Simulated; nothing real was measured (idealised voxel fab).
Module name: voxel self aligned contacts (process module)
Each square cell in cross-section cut measures 5 nm, and the section as a whole is 215 nm wide.
In this document a cross-section is written as a grid of square cells. It is given as a series of bands, listed from the top down, and a band is one or more rows of cells.
Top, bottom (nm), then materials left to right with widths (nm); lone material tagged "all across" fills the whole band edge to edge; "empty" = empty space.
Beneath 0, the wafer as received is one material, and that level is where height counting begins. The lowest band goes on downward without a bottom; it is written like "z 0 and below".
The notation "30->40" denotes a width that varies across the rows of cells in the band, beginning at the first number in the top row, finishing at the second number in the bottom row, and changing by an identical amount from each row to the next.
"no modifications" (step): cross-section cells unchanged, all of them.
Closed empty spaces (no open way to the top) of 8 cells or more are what "Sealed void listing" lists, each as width x height at distance from the left edge, nm for all three.
The remark found on a step's line after its settings is issued by the simulator itself and pertains to that step.
A step's line can hold "overlay nm"; with a mask on that step, the setting says how far right of the planned place the mask lay, while a negative setting says it lay to the left.

PROCESS STEPS FORESEEN IN THE PLAN
1) RECEIVE with material Si
2) OXIDIZE with depth nm 5
3) DIRECTIONAL_DEP with material polySi, thk nm 25
4) DIRECTIONAL_DEP with material SiN, thk nm 15
5) PATTERN with tone cover, mask id GATE, material resist, width nm 35, pitch nm 65, thk nm 20, overlay nm 0
6) DIRECTIONAL_ETCH with etch materials SiN, depth nm 15
7) DIRECTIONAL_ETCH with etch materials polySi, depth nm 25
8) STRIP with etch materials resist
9) CONFORMAL_DEP with material SiN, thk nm 5
10) DIRECTIONAL_ETCH with etch materials SiN, depth nm 5
11) FILL_DEP with material SiO2, thk nm 15
12) CMP with height nm 45
13) MASKED_ETCH with tone open, mask id CONTACT, width nm 40, etch materials SiO2, depth nm 50, overlay nm 0
14) CONFORMAL_DEP with material TiN, thk nm 5
15) FILL_DEP with material Ru, thk nm 10
16) CMP with height nm 45
17) CONFORMAL_DEP with material SiCN, thk nm 5

THE CROSS-SECTION HERE SHOWS THE WAFER AS RECEIVED, I.E. IN ITS STATE AFTER STEP 1
	z 0 and below  Si all across
	Sealed void listing: none

FIRST OF TWO WAFERS AT THE END OF THE MODULE, SHOWN IN CROSS-SECTION; RUN CARRIED OUT AS PLANNED
	z 50 to 45  SiCN all across
	z 45 to 40  SiO2: 85, TiN: 15, Ru: 10, TiN: 15, SiO2: 90
	z 40 to 25  SiO2: 50, SiN: 45, TiN: 5, Ru: 10, TiN: 5, SiN: 45, SiO2: 55
	z 25 to 0  SiO2: 50, SiN: 5, polySi: 35, SiN: 5, TiN: 5, Ru: 10, TiN: 5, SiN: 5, polySi: 35, SiN: 5, SiO2: 55
	z 0 to -5  SiO2: 95, TiN: 20, SiO2: 100
	z -5 and below  Si all across
	Sealed void listing: none

SECOND WAFER OF THE TWO, SECTIONED AT THE END OF THE MODULE. IT BEGAN LIKE THE FIRST AND FOLLOWED THE SAME PLAN, BUT ONE MISTAKE WAS MADE WHILE RUNNING IT
	z 50 to 45  SiCN all across
	z 45 to 40  polySi all across
	z 40 to 25  polySi: 50, SiN: 45, polySi: 20, SiN: 45, polySi: 55
	z 25 to 0  polySi: 50, SiN: 5, polySi: 35, SiN: 5, polySi: 20, SiN: 5, polySi: 35, SiN: 5, polySi: 55
	z 0 to -5  SiO2 all across
	z -5 and below  Si all across
	Sealed void listing: none
It is concluded that the wafer was processed incorrectly with respect to the plan, in that so step 11 ended up running with a different setting than we planned, it ran as FILL_DEP with material polySi, thk nm 15
Heads up, by the end the second wafer has more or fewer cells of some materials compared to the first: -18 Ru | -199 SiO2 | -26 TiN | +243 polySi
